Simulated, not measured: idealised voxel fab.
Process module, titled voxel released beams
Xsec cut, 210 nm wide, square cell size 5 nm.
Throughout this document, each cross-section is represented as a grid of square cells and is presented as a sequence of bands enumerated from the top downward, where a band comprises one or more rows of cells.
The entry gives the band's vertical extent as a top height and a bottom height in nm, then its horizontal make-up as materials from left to right, each with a width in nm. "air" stands for empty space; a single material marked "all across" fills the band edge to edge.
Zero point of the height axis is 0; under it, received wafer = one material. Lowest band: continues down indefinitely, "0 down".
You'd read "30->40" like this: the band's top row of cells is as wide as the first number, its bottom row is as wide as the second, and going down, every row changes width by the same amount as the row before did.
Where the words "no alterations made" appear for a step, the cross-section shows no cell changed by that step; every cell remained as before.
So "Unvented voids" is basically the list of trapped voids: any empty space of 8 cells or more that can't reach the top through an opening. They're written width x height at distance, the distance being from the left edge, and it's all nm.
The remark found on a step's line after its settings is issued by the simulator itself and pertains to that step.
overlay nm: how far to the right of its planned place the mask lay on this masked step (negative: to the left).
[The planned process steps are enumerated hereunder]
1: RECEIVE: material Si
2: CONFORMAL_DEP: material SiN, thk nm 10
3: DIRECTIONAL_DEP: material SiO2, thk nm 10
4: PATTERN: tone open, mask id ANCHOR, material resist, width nm 45, thk nm 20, overlay nm 0
5: DIRECTIONAL_ETCH: etch materials SiO2, depth nm 10
6: STRIP: etch materials resist
7: CONFORMAL_DEP: material W, thk nm 15
8: PATTERN: tone cover, mask id BEAM, material resist, width nm 115, thk nm 15, overlay nm 0
9: DIRECTIONAL_ETCH: etch materials W, depth nm 15
10: STRIP: etch materials resist
11: STRIP: etch materials SiO2
[First of two wafers - as planned]
[This is the cross-section of the wafer as we received it, i.e. after step 1]
	0 down | Si all across
	Unvented voids: none
[after step 2]
	10 to 0 | SiN all across
	Anything lower than 0 is untouched.
[after step 3]
	20 to 10 | SiO2 all across
	Anything lower than 10 is untouched.
[after step 4]
	40 to 20 | 50 nm resist | 45 nm air | 115 nm resist
	Anything lower than 20 is untouched.
[after step 5]
	40 to 20 | 50 nm resist | 45 nm air | 115 nm resist
	20 to 10 | 50 nm SiO2 | 45 nm air | 115 nm SiO2
	Anything lower than 10 is untouched.
[after step 6]
	20 to 10 | 50 nm SiO2 | 45 nm air | 115 nm SiO2
	Anything lower than 10 is untouched.
[after step 7]
	35 to 25 | 65 nm W | 15 nm air | 130 nm W
	25 to 20 | W all across
	20 to 10 | 50 nm SiO2 | 45 nm W | 115 nm SiO2
	Anything lower than 10 is untouched.
[after step 8]
	50 to 35 | 45 nm air | 115 nm resist | 50 nm air
	35 to 25 | 65 nm W | 15 nm resist | 130 nm W
	Anything lower than 25 is untouched.
[after step 9]
	50 to 35 | 45 nm air | 115 nm resist | 50 nm air
	35 to 25 | 45 nm air | 20 nm W | 15 nm resist | 80 nm W | 50 nm air
	25 to 20 | 45 nm air | 115 nm W | 50 nm air
	Anything lower than 20 is untouched.
[after step 10]
	35 to 25 | 45 nm air | 20 nm W | 15 nm air | 80 nm W | 50 nm air
	Anything lower than 25 is untouched.
[after step 11]
	35 to 25 | 45 nm air | 20 nm W | 15 nm air | 80 nm W | 50 nm air
	25 to 20 | 45 nm air | 115 nm W | 50 nm air
	20 to 10 | 50 nm air | 45 nm W | 115 nm air
	Anything lower than 10 is untouched.
[The second wafer began exactly as the first did and followed the same plan, but one mistake was made while running it; through step 7 inclusive, the two wafers are identical]
[Cross-sectional view of the second wafer at the intended end time of process step 8]
	50 to 35 | 50 nm air | 115 nm resist | 45 nm air
	35 to 25 | 65 nm W | 15 nm resist | 130 nm W
	Anything lower than 25 is untouched.
[Cross-sectional view of the second wafer at the intended end time of process step 9]
	50 to 35 | 50 nm air | 115 nm resist | 45 nm air
	35 to 25 | 50 nm air | 15 nm W | 15 nm resist | 85 nm W | 45 nm air
	25 to 20 | 50 nm air | 115 nm W | 45 nm air
	Anything lower than 20 is untouched.
[Cross-sectional view of the second wafer at the intended end time of process step 10]
	35 to 25 | 50 nm air | 15 nm W | 15 nm air | 85 nm W | 45 nm air
	Anything lower than 25 is untouched.
[Cross-sectional view of the second wafer at the intended end time of process step 11]
	35 to 25 | 50 nm air | 15 nm W | 15 nm air | 85 nm W | 45 nm air
	25 to 20 | 50 nm air | 115 nm W | 45 nm air
	20 to 10 | 50 nm air | 45 nm W | 115 nm air
	Anything lower than 10 is untouched.
So what did we get wrong on this run? step 8 went in with a setting other than planned; the actual run was PATTERN: tone cover, mask id BEAM, material resist, width nm 115, thk nm 15, overlay nm 5
At the close, every material occupies the same number of cells on the second wafer as on the first, only in different positions.
